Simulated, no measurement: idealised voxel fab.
The following process module bears the name voxel gate over fins.
Square cells of 5 nm make up the cross-section cut, whose width is 255 nm.
This document writes a cross-section as a grid whose cells are square, and gives it as bands, listed from the top down; one or more rows of cells form a band.
This entry defines a band. It first specifies the height of the band's top and the height of its bottom in nm, and then specifies the band's materials from left to right, stating each material with its width in nm. The word "everywhere" identifies a single material that fills the band from edge to edge, while the word "air" identifies empty space.
Heights from 0 (as-received wafer is one material below). Bottom band endless downward, as "top 0, no bottom".
With a width like "30 to 40", each row of cells in the band differs from the next by the same amount, the top row carrying the first number and the bottom row the second.
Reading "no change occurred" for a step: not a cell of the cross-section changed in it.
Entry "Closed cavities" = empty spaces >= 8 cells with no open way to the top; each as width x height at distance, distance from left edge, all nm.
after a step's settings: what the simulator itself notes on the step
For masked steps, "overlay nm" on the step line gives how far right of plan the mask actually lay; a minus sign means it lay to the left.
# Listed below are the process steps as planned
1: op RECEIVE | material Si
2: op CONFORMAL_DEP | material SiN | thk nm 5
3: op MASKED_ETCH | tone cover | mask id FINS | width nm 15 | pitch nm 55 | etch materials SiN | depth nm 5 | overlay nm 0
4: op MASKED_ETCH | tone cover | mask id FINS | width nm 15 | pitch nm 55 | etch materials Si | depth nm 40 | overlay nm 0
5: op FILL_DEP | material SiO2 | thk nm 5
6: op CMP | height nm 5
7: op PATTERN | tone open | mask id RAIL | material resist | width nm 15 | thk nm 20 | overlay nm 0
8: op DIRECTIONAL_ETCH | etch materials SiO2 | depth nm 40
9: op STRIP | etch materials resist
10: op CONFORMAL_DEP | material TiN | thk nm 5
11: op FILL_DEP | material Ru | thk nm 5
12: op CMP | height nm 5
13: op SELECTIVE_ETCH | etch materials W Ru TiN | depth nm 25
14: op FILL_DEP | material SiO2 | thk nm 5
15: op CMP | height nm 5
16: op SELECTIVE_ETCH | etch materials SiO2 | depth nm 15
17: op STRIP | etch materials SiN
18: op CONFORMAL_DEP | material HfO2 | thk nm 5
19: op CONFORMAL_DEP | material TiN | thk nm 5
20: op CONFORMAL_DEP | material TiAl | thk nm 5
21: op CONFORMAL_DEP | material TiN | thk nm 5
22: op FILL_DEP | material W | thk nm 15
23: op CMP | height nm 30
24: op CONFORMAL_DEP | material SiN | thk nm 10
# first wafer, as planned
# Cross-sectional view of the wafer in its as-received condition, corresponding to the state after step 1
> top 0, no bottom  Si everywhere
> Closed cavities: none
# You're looking at a cross-section of the wafer after step 2
> top 5, bottom 0  SiN everywhere
> Rest of section, below 0: as before.
# You're looking at a cross-section of the wafer after step 3
> top 5, bottom 0  air 35 nm | SiN 15 nm | air 40 nm | SiN 15 nm | air 40 nm | SiN 15 nm | air 40 nm | SiN 15 nm | air 40 nm
> Rest of section, below 0: as before.
# You're looking at a cross-section of the wafer after step 4
> top 5, bottom 0  air 35 nm | SiN 15 nm | air 40 nm | SiN 15 nm | air 40 nm | SiN 15 nm | air 40 nm | SiN 15 nm | air 40 nm
> top 0, bottom -40  air 35 nm | Si 15 nm | air 40 nm | Si 15 nm | air 40 nm | Si 15 nm | air 40 nm | Si 15 nm | air 40 nm
> Rest of section, below -40: as before.
# You're looking at a cross-section of the wafer after step 5
> top 10, bottom 5  SiO2 everywhere
> top 5, bottom 0  SiO2 35 nm | SiN 15 nm | SiO2 40 nm | SiN 15 nm | SiO2 40 nm | SiN 15 nm | SiO2 40 nm | SiN 15 nm | SiO2 40 nm
> top 0, bottom -40  SiO2 35 nm | Si 15 nm | SiO2 40 nm | Si 15 nm | SiO2 40 nm | Si 15 nm | SiO2 40 nm | Si 15 nm | SiO2 40 nm
> Rest of section, below -40: as before.
# You're looking at a cross-section of the wafer after step 6
> top 5, bottom 0  SiO2 35 nm | SiN 15 nm | SiO2 40 nm | SiN 15 nm | SiO2 40 nm | SiN 15 nm | SiO2 40 nm | SiN 15 nm | SiO2 40 nm
> Rest of section, below 0: as before.
# You're looking at a cross-section of the wafer after step 7
> top 25, bottom 5  resist 60 nm | air 15 nm | resist 180 nm
> Rest of section, below 5: as before.
# You're looking at a cross-section of the wafer after step 8
> top 25, bottom 5  resist 60 nm | air 15 nm | resist 180 nm
> top 5, bottom 0  SiO2 35 nm | SiN 15 nm | SiO2 10 nm | air 15 nm | SiO2 15 nm | SiN 15 nm | SiO2 40 nm | SiN 15 nm | SiO2 40 nm | SiN 15 nm | SiO2 40 nm
> top 0, bottom -35  SiO2 35 nm | Si 15 nm | SiO2 10 nm | air 15 nm | SiO2 15 nm | Si 15 nm | SiO2 40 nm | Si 15 nm | SiO2 40 nm | Si 15 nm | SiO2 40 nm
> Rest of section, below -35: as before.
# You're looking at a cross-section of the wafer after step 9
> top 5, bottom 0  SiO2 35 nm | SiN 15 nm | SiO2 10 nm | air 15 nm | SiO2 15 nm | SiN 15 nm | SiO2 40 nm | SiN 15 nm | SiO2 40 nm | SiN 15 nm | SiO2 40 nm
> Rest of section, below 0: as before.
# You're looking at a cross-section of the wafer after step 10
> top 10, bottom 5  TiN 65 nm | air 5 nm | TiN 185 nm
> top 5, bottom 0  SiO2 35 nm | SiN 15 nm | SiO2 10 nm | TiN 5 nm | air 5 nm | TiN 5 nm | SiO2 15 nm | SiN 15 nm | SiO2 40 nm | SiN 15 nm | SiO2 40 nm | SiN 15 nm | SiO2 40 nm
> top 0, bottom -30  SiO2 35 nm | Si 15 nm | SiO2 10 nm | TiN 5 nm | air 5 nm | TiN 5 nm | SiO2 15 nm | Si 15 nm | SiO2 40 nm | Si 15 nm | SiO2 40 nm | Si 15 nm | SiO2 40 nm
> top -30, bottom -35  SiO2 35 nm | Si 15 nm | SiO2 10 nm | TiN 15 nm | SiO2 15 nm | Si 15 nm | SiO2 40 nm | Si 15 nm | SiO2 40 nm | Si 15 nm | SiO2 40 nm
> Rest of section, below -35: as before.
# You're looking at a cross-section of the wafer after step 11
> top 15, bottom 10  Ru everywhere
> top 10, bottom 5  TiN 65 nm | Ru 5 nm | TiN 185 nm
> top 5, bottom 0  SiO2 35 nm | SiN 15 nm | SiO2 10 nm | TiN 5 nm | Ru 5 nm | TiN 5 nm | SiO2 15 nm | SiN 15 nm | SiO2 40 nm | SiN 15 nm | SiO2 40 nm | SiN 15 nm | SiO2 40 nm
> top 0, bottom -30  SiO2 35 nm | Si 15 nm | SiO2 10 nm | TiN 5 nm | Ru 5 nm | TiN 5 nm | SiO2 15 nm | Si 15 nm | SiO2 40 nm | Si 15 nm | SiO2 40 nm | Si 15 nm | SiO2 40 nm
> Rest of section, below -30: as before.
# You're looking at a cross-section of the wafer after step 12
> top 5, bottom 0  SiO2 35 nm | SiN 15 nm | SiO2 10 nm | TiN 5 nm | Ru 5 nm | TiN 5 nm | SiO2 15 nm | SiN 15 nm | SiO2 40 nm | SiN 15 nm | SiO2 40 nm | SiN 15 nm | SiO2 40 nm
> Rest of section, below 0: as before.
# You're looking at a cross-section of the wafer after step 13
> top 5, bottom 0  SiO2 35 nm | SiN 15 nm | SiO2 10 nm | air 15 nm | SiO2 15 nm | SiN 15 nm | SiO2 40 nm | SiN 15 nm | SiO2 40 nm | SiN 15 nm | SiO2 40 nm
> top 0, bottom -20  SiO2 35 nm | Si 15 nm | SiO2 10 nm | air 15 nm | SiO2 15 nm | Si 15 nm | SiO2 40 nm | Si 15 nm | SiO2 40 nm | Si 15 nm | SiO2 40 nm
> Rest of section, below -20: as before.
# You're looking at a cross-section of the wafer after step 14
> top 10, bottom 5  SiO2 everywhere
> top 5, bottom 0  SiO2 35 nm | SiN 15 nm | SiO2 40 nm | SiN 15 nm | SiO2 40 nm | SiN 15 nm | SiO2 40 nm | SiN 15 nm | SiO2 40 nm
> top 0, bottom -20  SiO2 35 nm | Si 15 nm | SiO2 40 nm | Si 15 nm | SiO2 40 nm | Si 15 nm | SiO2 40 nm | Si 15 nm | SiO2 40 nm
> Rest of section, below -20: as before.
# You're looking at a cross-section of the wafer after step 15
> top 5, bottom 0  SiO2 35 nm | SiN 15 nm | SiO2 40 nm | SiN 15 nm | SiO2 40 nm | SiN 15 nm | SiO2 40 nm | SiN 15 nm | SiO2 40 nm
> Rest of section, below 0: as before.
# You're looking at a cross-section of the wafer after step 16
> top 5, bottom 0  air 35 nm | SiN 15 nm | air 40 nm | SiN 15 nm | air 40 nm | SiN 15 nm | air 40 nm | SiN 15 nm | air 40 nm
> top 0, bottom -10  air 35 nm | Si 15 nm | air 40 nm | Si 15 nm | air 40 nm | Si 15 nm | air 40 nm | Si 15 nm | air 40 nm
> Rest of section, below -10: as before.
# You're looking at a cross-section of the wafer after step 17
> top 0, bottom -10  air 35 nm | Si 15 nm | air 40 nm | Si 15 nm | air 40 nm | Si 15 nm | air 40 nm | Si 15 nm | air 40 nm
> Rest of section, below -10: as before.
# You're looking at a cross-section of the wafer after step 18
> top 5, bottom 0  air 30 nm | HfO2 25 nm | air 30 nm | HfO2 25 nm | air 30 nm | HfO2 25 nm | air 30 nm | HfO2 25 nm | air 35 nm
> top 0, bottom -5  air 30 nm | HfO2 5 nm | Si 15 nm | HfO2 5 nm | air 30 nm | HfO2 5 nm | Si 15 nm | HfO2 5 nm | air 30 nm | HfO2 5 nm | Si 15 nm | HfO2 5 nm | air 30 nm | HfO2 5 nm | Si 15 nm | HfO2 5 nm | air 35 nm
> top -5, bottom -10  HfO2 35 nm | Si 15 nm | HfO2 40 nm | Si 15 nm | HfO2 40 nm | Si 15 nm | HfO2 40 nm | Si 15 nm | HfO2 40 nm
> Rest of section, below -10: as before.
# You're looking at a cross-section of the wafer after step 19
> top 10, bottom 5  air 25 nm | TiN 35 nm | air 20 nm | TiN 35 nm | air 20 nm | TiN 35 nm | air 20 nm | TiN 35 nm | air 30 nm
> top 5, bottom 0  air 25 nm | TiN 5 nm | HfO2 25 nm | TiN 5 nm | air 20 nm | TiN 5 nm | HfO2 25 nm | TiN 5 nm | air 20 nm | TiN 5 nm | HfO2 25 nm | TiN 5 nm | air 20 nm | TiN 5 nm | HfO2 25 nm | TiN 5 nm | air 30 nm
> top 0, bottom -5  TiN 30 nm | HfO2 5 nm | Si 15 nm | HfO2 5 nm | TiN 30 nm | HfO2 5 nm | Si 15 nm | HfO2 5 nm | TiN 30 nm | HfO2 5 nm | Si 15 nm | HfO2 5 nm | TiN 30 nm | HfO2 5 nm | Si 15 nm | HfO2 5 nm | TiN 35 nm
> Rest of section, below -5: as before.
# You're looking at a cross-section of the wafer after step 20
> top 15, bottom 10  air 20 nm | TiAl 45 nm | air 10 nm | TiAl 45 nm | air 10 nm | TiAl 45 nm | air 10 nm | TiAl 45 nm | air 25 nm
> top 10, bottom 5  air 20 nm | TiAl 5 nm | TiN 35 nm | TiAl 5 nm | air 10 nm | TiAl 5 nm | TiN 35 nm | TiAl 5 nm | air 10 nm | TiAl 5 nm | TiN 35 nm | TiAl 5 nm | air 10 nm | TiAl 5 nm | TiN 35 nm | TiAl 5 nm | air 25 nm
> top 5, bottom 0  TiAl 25 nm | TiN 5 nm | HfO2 25 nm | TiN 5 nm | TiAl 20 nm | TiN 5 nm | HfO2 25 nm | TiN 5 nm | TiAl 20 nm | TiN 5 nm | HfO2 25 nm | TiN 5 nm | TiAl 20 nm | TiN 5 nm | HfO2 25 nm | TiN 5 nm | TiAl 30 nm
> Rest of section, below 0: as before.
# You're looking at a cross-section of the wafer after step 21
> top 20, bottom 15  air 15 nm | TiN 220 nm | air 20 nm
> top 15, bottom 10  air 15 nm | TiN 5 nm | TiAl 45 nm | TiN 10 nm | TiAl 45 nm | TiN 10 nm | TiAl 45 nm | TiN 10 nm | TiAl 45 nm | TiN 5 nm | air 20 nm
> top 10, bottom 5  TiN 20 nm | TiAl 5 nm | TiN 35 nm | TiAl 5 nm | TiN 10 nm | TiAl 5 nm | TiN 35 nm | TiAl 5 nm | TiN 10 nm | TiAl 5 nm | TiN 35 nm | TiAl 5 nm | TiN 10 nm | TiAl 5 nm | TiN 35 nm | TiAl 5 nm | TiN 25 nm
> Rest of section, below 5: as before.
# You're looking at a cross-section of the wafer after step 22
> top 35, bottom 20  W everywhere
> top 20, bottom 15  W 15 nm | TiN 220 nm | W 20 nm
> top 15, bottom 10  W 15 nm | TiN 5 nm | TiAl 45 nm | TiN 10 nm | TiAl 45 nm | TiN 10 nm | TiAl 45 nm | TiN 10 nm | TiAl 45 nm | TiN 5 nm | W 20 nm
> Rest of section, below 10: as before.
# You're looking at a cross-section of the wafer after step 23
> top 30, bottom 20  W everywhere
> Rest of section, below 20: as before.
# You're looking at a cross-section of the wafer after step 24
> top 40, bottom 30  SiN everywhere
> Rest of section, below 30: as before.
# Wafer two: like wafer one in start and plan, but with one mistake in execution; identical up to and including step 17
Second wafer, cross-section, planned end of step 18: no change occurred
# Second wafer, cross-section, planned end of step 19
> top 5, bottom 0  air 30 nm | TiN 25 nm | air 30 nm | TiN 25 nm | air 30 nm | TiN 25 nm | air 30 nm | TiN 25 nm | air 35 nm
> top 0, bottom -5  air 30 nm | TiN 5 nm | Si 15 nm | TiN 5 nm | air 30 nm | TiN 5 nm | Si 15 nm | TiN 5 nm | air 30 nm | TiN 5 nm | Si 15 nm | TiN 5 nm | air 30 nm | TiN 5 nm | Si 15 nm | TiN 5 nm | air 35 nm
> top -5, bottom -10  TiN 35 nm | Si 15 nm | TiN 40 nm | Si 15 nm | TiN 40 nm | Si 15 nm | TiN 40 nm | Si 15 nm | TiN 40 nm
> Rest of section, below -10: as before.
# Second wafer, cross-section, planned end of step 20
> top 10, bottom 5  air 25 nm | TiAl 35 nm | air 20 nm | TiAl 35 nm | air 20 nm | TiAl 35 nm | air 20 nm | TiAl 35 nm | air 30 nm
> top 5, bottom 0  air 25 nm | TiAl 5 nm | TiN 25 nm | TiAl 5 nm | air 20 nm | TiAl 5 nm | TiN 25 nm | TiAl 5 nm | air 20 nm | TiAl 5 nm | TiN 25 nm | TiAl 5 nm | air 20 nm | TiAl 5 nm | TiN 25 nm | TiAl 5 nm | air 30 nm
> top 0, bottom -5  TiAl 30 nm | TiN 5 nm | Si 15 nm | TiN 5 nm | TiAl 30 nm | TiN 5 nm | Si 15 nm | TiN 5 nm | TiAl 30 nm | TiN 5 nm | Si 15 nm | TiN 5 nm | TiAl 30 nm | TiN 5 nm | Si 15 nm | TiN 5 nm | TiAl 35 nm
> Rest of section, below -5: as before.
# Second wafer, cross-section, planned end of step 21
> top 15, bottom 10  air 20 nm | TiN 45 nm | air 10 nm | TiN 45 nm | air 10 nm | TiN 45 nm | air 10 nm | TiN 45 nm | air 25 nm
> top 10, bottom 5  air 20 nm | TiN 5 nm | TiAl 35 nm | TiN 5 nm | air 10 nm | TiN 5 nm | TiAl 35 nm | TiN 5 nm | air 10 nm | TiN 5 nm | TiAl 35 nm | TiN 5 nm | air 10 nm | TiN 5 nm | TiAl 35 nm | TiN 5 nm | air 25 nm
> top 5, bottom 0  TiN 25 nm | TiAl 5 nm | TiN 25 nm | TiAl 5 nm | TiN 20 nm | TiAl 5 nm | TiN 25 nm | TiAl 5 nm | TiN 20 nm | TiAl 5 nm | TiN 25 nm | TiAl 5 nm | TiN 20 nm | TiAl 5 nm | TiN 25 nm | TiAl 5 nm | TiN 30 nm
> Rest of section, below 0: as before.
# Second wafer, cross-section, planned end of step 22
> top 30, bottom 15  W everywhere
> top 15, bottom 10  W 20 nm | TiN 45 nm | W 10 nm | TiN 45 nm | W 10 nm | TiN 45 nm | W 10 nm | TiN 45 nm | W 25 nm
> top 10, bottom 5  W 20 nm | TiN 5 nm | TiAl 35 nm | TiN 5 nm | W 10 nm | TiN 5 nm | TiAl 35 nm | TiN 5 nm | W 10 nm | TiN 5 nm | TiAl 35 nm | TiN 5 nm | W 10 nm | TiN 5 nm | TiAl 35 nm | TiN 5 nm | W 25 nm
> Rest of section, below 5: as before.
Second wafer, cross-section, planned end of step 23: no change occurred
# Second wafer, cross-section, planned end of step 24
> top 40, bottom 30  SiN everywhere
> Rest of section, below 30: as before.
Error vs. plan: skipped: plan step 18 (never run)
Upon completion, the second wafer contains, in terms of cells, a greater or smaller amount of certain materials than the first wafer: 67 fewer of HfO2, 67 more of W
